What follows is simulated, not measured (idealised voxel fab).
process module | voxel capacitor over wiring
cross-section cut | 180 nm wide | cells 5 nm
A cross-section is a grid of square cells, given in bands from the top down. A band is one or more rows of cells.
Each band's line starts with the height of the band's top and of its bottom, in nm. Then come its materials from left to right, each with its width in nm. One material with "throughout" fills the band from edge to edge. "air" is empty space.
Height 0 is the level under which the wafer as received is all one material. The lowest band goes on downwards, as in "0 down".
A width such as "30 to 40" changes by the same amount from each row of cells to the next, from the band's top row to its bottom row.
"no change" after a step means that no cell of the cross-section changed.
closed voids: empty space of 8 cells or more with no open way to the top, each as width x height at its distance from the left edge, in nm
after a step's settings: what the simulator itself notes on the step
overlay nm, on a step with a mask: how far to the right of its planned place the mask lay; to the left if negative
plan
1 op RECEIVE | material Si
2 op CONFORMAL_DEP | material SiO2 | thk nm 15
3 op CONFORMAL_DEP | material SiCN | thk nm 5
4 op DIRECTIONAL_DEP | material SiO2 | thk nm 25
5 op MASKED_ETCH | tone open | mask id METAL_1 | width nm 25 | pitch nm 75 | etch materials SiO2 | depth nm 25 | overlay nm 0
6 op MASKED_ETCH | tone open | mask id METAL_1 | width nm 25 | pitch nm 75 | etch materials SiCN | depth nm 5 | overlay nm 0
7 op CONFORMAL_DEP | material TiN | thk nm 5
8 op FILL_DEP | material W | thk nm 10
9 op CMP | height nm 45
10 op CONFORMAL_DEP | material SiCN | thk nm 5
11 op DIRECTIONAL_DEP | material SiO2 | thk nm 20
12 op MASKED_ETCH | tone open | mask id PLUG_1 | width nm 15 | etch materials SiO2 | depth nm 20 | overlay nm 0
13 op MASKED_ETCH | tone open | mask id PLUG_1 | width nm 15 | etch materials SiCN | depth nm 5 | overlay nm 0
14 op EPI | material Ru | thk nm 10
15 op EPI | material Ru | thk nm 10
16 op EPI | material Ru | thk nm 5
17 op DIRECTIONAL_DEP | material TiN | thk nm 10
18 op DIRECTIONAL_DEP | material SiN | thk nm 5
19 op DIRECTIONAL_DEP | material TiN | thk nm 10
20 op MASKED_ETCH | tone cover | mask id UPPER_PLATE | width nm 55 | etch materials TiN | depth nm 10 | overlay nm 0
21 op MASKED_ETCH | tone cover | mask id UPPER_PLATE | width nm 55 | etch materials SiN | depth nm 5 | overlay nm 0
22 op PATTERN | tone cover | mask id LOWER_PLATE | material resist | width nm 65 | thk nm 20 | overlay nm 0
23 op DIRECTIONAL_ETCH | etch materials TiN | depth nm 10
24 op STRIP | etch materials resist
25 op FILL_DEP | material SiO2 | thk nm 15
26 op CMP | height nm 105
27 op MASKED_ETCH | tone open | mask id PLUG_2 | width nm 15 | etch materials SiO2 | depth nm 10 | overlay nm 0
28 op CONFORMAL_DEP | material TiN | thk nm 5
29 op FILL_DEP | material Cu | thk nm 10
30 op CMP | height nm 105
31 op CONFORMAL_DEP | material SiN | thk nm 5
as received, after step 1
  0 down: Si throughout
  closed voids: none
a wafer at the end: this start, this plan, one mistake
  110 to 105: SiN throughout
  105 to 100: SiO2 60 | TiN 5 | Cu 5 | TiN 5 | SiO2 105
  100 to 95: SiO2 60 | TiN 15 | SiO2 105
  95 to 85: SiO2 50 | TiN 55 | SiO2 75
  85 to 80: SiO2 50 | SiN 55 | SiO2 75
  80 to 70: SiO2 45 | TiN 65 | SiO2 70
  70 to 50: SiO2 50 | Ru 15 | SiO2 115
  50 to 45: SiCN 50 | Ru 15 | SiCN 115
  45 to 35: SiO2 40 | TiN 5 | W 15 | TiN 5 | SiO2 50 | TiN 5 | W 15 | TiN 5 | SiO2 40
  35 to 30: SiCN 40 | TiN 25 | SiCN 50 | TiN 25 | SiCN 40
  30 to 0: SiO2 throughout
  0 down: Si throughout
  closed voids: none
what went wrong: step 2 was run twice
